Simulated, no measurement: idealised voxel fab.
process module | voxel tone inversion
cross-section cut | 190 nm wide | cells 5 nm
A cross-section is a grid of square cells, given in bands from the top down. A band is one or more rows of cells.
Each band's line starts with the height of the band's top and of its bottom, in nm. Then come its materials from left to right, each with its width in nm. One material with "throughout" fills the band from edge to edge. "air" is empty space.
Height 0 is the level under which the wafer as received is all one material. The lowest band goes on downwards, as in "0 down".
A width such as "30 to 40" changes by the same amount from each row of cells to the next, from the band's top row to its bottom row.
"no change" after a step means that no cell of the cross-section changed.
closed voids: empty space of 8 cells or more with no open way to the top, each as width x height at its distance from the left edge, in nm
after a step's settings: what the simulator itself notes on the step
overlay nm, on a step with a mask: how far to the right of its planned place the mask lay; to the left if negative
plan
1 op RECEIVE | material Si
2 op CONFORMAL_DEP | material SiCN | thk nm 10
3 op DIRECTIONAL_DEP | material polySi | thk nm 25
4 op PATTERN | tone cover | mask id POSTS | material resist | width nm 15 | pitch nm 40 | thk nm 35 | overlay nm 0
5 op DIRECTIONAL_ETCH | etch materials polySi | depth nm 25
6 op STRIP | etch materials resist
7 op FILL_DEP | material lowk | thk nm 5
8 op CMP | height nm 35
9 op STRIP | etch materials polySi
10 op CONFORMAL_DEP | material TiN | thk nm 5
11 op FILL_DEP | material W | thk nm 5
12 op CMP | height nm 35
13 op CONFORMAL_DEP | material SiCN | thk nm 5
varied across the wafers: width nm of step 4. The plan shows the first wafer's value. All wafers start alike
first wafer as received, after step 1
  0 down: Si throughout
  closed voids: none
first wafer at the end, after step 13
  40 to 35: SiCN throughout
  35 to 15: lowk 45 | TiN 5 | W 5 | TiN 5 | lowk 25 | TiN 5 | W 5 | TiN 5 | lowk 25 | TiN 5 | W 5 | TiN 5 | lowk 50
  15 to 10: lowk 45 | TiN 15 | lowk 25 | TiN 15 | lowk 25 | TiN 15 | lowk 50
  10 to 0: SiCN throughout
  0 down: Si throughout
  closed voids: none
last wafer at the end
  40 to 35: SiCN throughout
  35 to 15: lowk 40 | TiN 5 | W 15 | TiN 5 | lowk 15 | TiN 5 | W 15 | TiN 5 | lowk 15 | TiN 5 | W 15 | TiN 5 | lowk 45
  15 to 10: lowk 40 | TiN 25 | lowk 15 | TiN 25 | lowk 15 | TiN 25 | lowk 45
  10 to 0: SiCN throughout
  0 down: Si throughout
  closed voids: none
each wafer at the end: cells of each material gained (+) or lost (-) since it was received, then its closed voids
width nm 15 | +114 SiCN | +33 TiN | +12 W | +145 lowk | closed voids: none
width nm 20 | +114 SiCN | +36 TiN | +24 W | +130 lowk | closed voids: none
width nm 25 | +114 SiCN | +39 TiN | +36 W | +115 lowk | closed voids: none
